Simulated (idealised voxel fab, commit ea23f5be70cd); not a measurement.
process module | voxel transistor to metal
cross-section cut | 160 nm wide | cells 5 nm
A cross-section is a grid of square cells, given in bands from the top down. A band is one or more rows of cells.
Each band's line starts with the height of the band's top and of its bottom, in nm. Then come its materials from left to right, each with its width in nm. One material with "throughout" fills the band from edge to edge. "air" is empty space.
Height 0 is the level under which the wafer as received is all one material. The lowest band goes on downwards, as in "0 down".
A width such as "30 to 40" changes by the same amount from each row of cells to the next, from the band's top row to its bottom row.
"no change" after a step means that no cell of the cross-section changed.
closed voids: empty space of 8 cells or more with no open way to the top, each as width x height at its distance from the left edge, in nm
after a step's settings: what the simulator itself notes on the step
overlay nm, on a step with a mask: how far to the right of its planned place the mask lay; to the left if negative
plan
1 op RECEIVE | material Si
2 op OXIDIZE | depth nm 5
3 op CONFORMAL_DEP | material SiN | thk nm 10
4 op DIRECTIONAL_DEP | material aC | thk nm 15
5 op PATTERN | tone cover | mask id ACTIVE | material resist | width nm 115 | thk nm 35 | overlay nm 0
6 op DIRECTIONAL_ETCH | etch materials aC | depth nm 15
7 op STRIP | etch materials resist
8 op DIRECTIONAL_ETCH | etch materials SiN | depth nm 10
9 op DIRECTIONAL_ETCH | etch materials SiO2 | depth nm 5
10 op DIRECTIONAL_ETCH | etch materials Si | depth nm 30
11 op STRIP | etch materials aC
12 op OXIDIZE | depth nm 5
13 op FILL_DEP | material SiO2 | thk nm 10
14 op CMP | height nm 10
15 op SELECTIVE_ETCH | etch materials SiO2 | depth nm 5
16 op STRIP | etch materials SiN
17 op SELECTIVE_ETCH | etch materials SiO2 | depth nm 5
18 op OXIDIZE | depth nm 5
19 op DIRECTIONAL_DEP | material polySi | thk nm 20
20 op DIRECTIONAL_DEP | material SiCN | thk nm 10
21 op DIRECTIONAL_DEP | material aC | thk nm 15
22 op PATTERN | tone cover | mask id GATE | material resist | width nm 15 | thk nm 30 | overlay nm 0
23 op DIRECTIONAL_ETCH | etch materials aC | depth nm 15
24 op STRIP | etch materials resist
25 op DIRECTIONAL_ETCH | etch materials SiCN | depth nm 20
26 op DIRECTIONAL_ETCH | etch materials polySi | depth nm 30
27 op STRIP | etch materials aC
28 op CONFORMAL_DEP | material SiN | thk nm 10
29 op DIRECTIONAL_ETCH | etch materials SiN | depth nm 10
30 op DIRECTIONAL_ETCH | etch materials SiO2 | depth nm 5
31 op DIRECTIONAL_ETCH | etch materials Si | depth nm 5
32 op EPI | material nSi | thk nm 10
33 op FILL_DEP | material SiO2 | thk nm 5
34 op CMP | height nm 25
35 op DIRECTIONAL_DEP | material SiO2 | thk nm 15
36 op PATTERN | tone open | mask id CONTACT | material resist | width nm 35 | pitch nm 60 | thk nm 20 | overlay nm 0
37 op DIRECTIONAL_ETCH | etch materials SiO2 | depth nm 45
38 op STRIP | etch materials resist
39 op CONFORMAL_DEP | material TiN | thk nm 5
40 op FILL_DEP | material W | thk nm 5
41 op CMP | height nm 40
42 op CONFORMAL_DEP | material SiCN | thk nm 5
43 op DIRECTIONAL_DEP | material lowk | thk nm 15
44 op MASKED_ETCH | tone open | mask id METAL_1 | width nm 20 | pitch nm 75 | etch materials lowk | depth nm 15 | overlay nm 0
45 op MASKED_ETCH | tone open | mask id METAL_1 | width nm 20 | pitch nm 75 | etch materials SiCN | depth nm 5 | overlay nm 0
46 op CONFORMAL_DEP | material TiN | thk nm 5
47 op FILL_DEP | material Cu | thk nm 5
48 op CMP | height nm 60
49 op EPI | material Ru | thk nm 5
50 op FILL_DEP | material SiCN | thk nm 5
as received, after step 1
  0 down: Si throughout
  closed voids: none
a wafer at the end: this start, this plan, one mistake
  70 to 65: SiCN throughout
  65 to 60: SiCN 25 | Ru 30 | SiCN 45 | Ru 30 | SiCN 30
  60 to 45: lowk 30 | TiN 5 | Cu 10 | TiN 5 | lowk 55 | TiN 5 | Cu 10 | TiN 5 | lowk 35
  45 to 40: SiCN 30 | TiN 20 | SiCN 55 | TiN 20 | SiCN 35
  40 to 30: SiO2 30 | TiN 5 | W 25 | TiN 5 | SiO2 25 | TiN 5 | W 25 | TiN 5 | SiO2 35
  30 to 25: SiO2 30 | TiN 5 | W 20 | TiN 10 | SiO2 25 | TiN 10 | W 20 | TiN 5 | SiO2 35
  25 to 15: SiO2 30 | TiN 5 | W 20 | TiN 5 | SiN 10 | SiCN 15 | SiN 10 | TiN 5 | W 20 | TiN 5 | SiO2 35
  15 to 0: SiO2 30 | TiN 5 | W 20 | TiN 5 | SiN 10 | polySi 15 | SiN 10 | TiN 5 | W 20 | TiN 5 | SiO2 35
  0 to -5: SiO2 15 | SiN 10 | SiO2 5 | TiN 30 | SiN 10 | polySi 15 | SiN 10 | TiN 30 | SiO2 5 | SiN 10 | SiO2 20
  -5 to -20: SiO2 throughout
  -20 to -40: SiO2 25 | Si 105 | SiO2 30
  -40 down: Si throughout
  closed voids: none
what went wrong: step 18 ran as: op OXIDIZE | depth nm 15
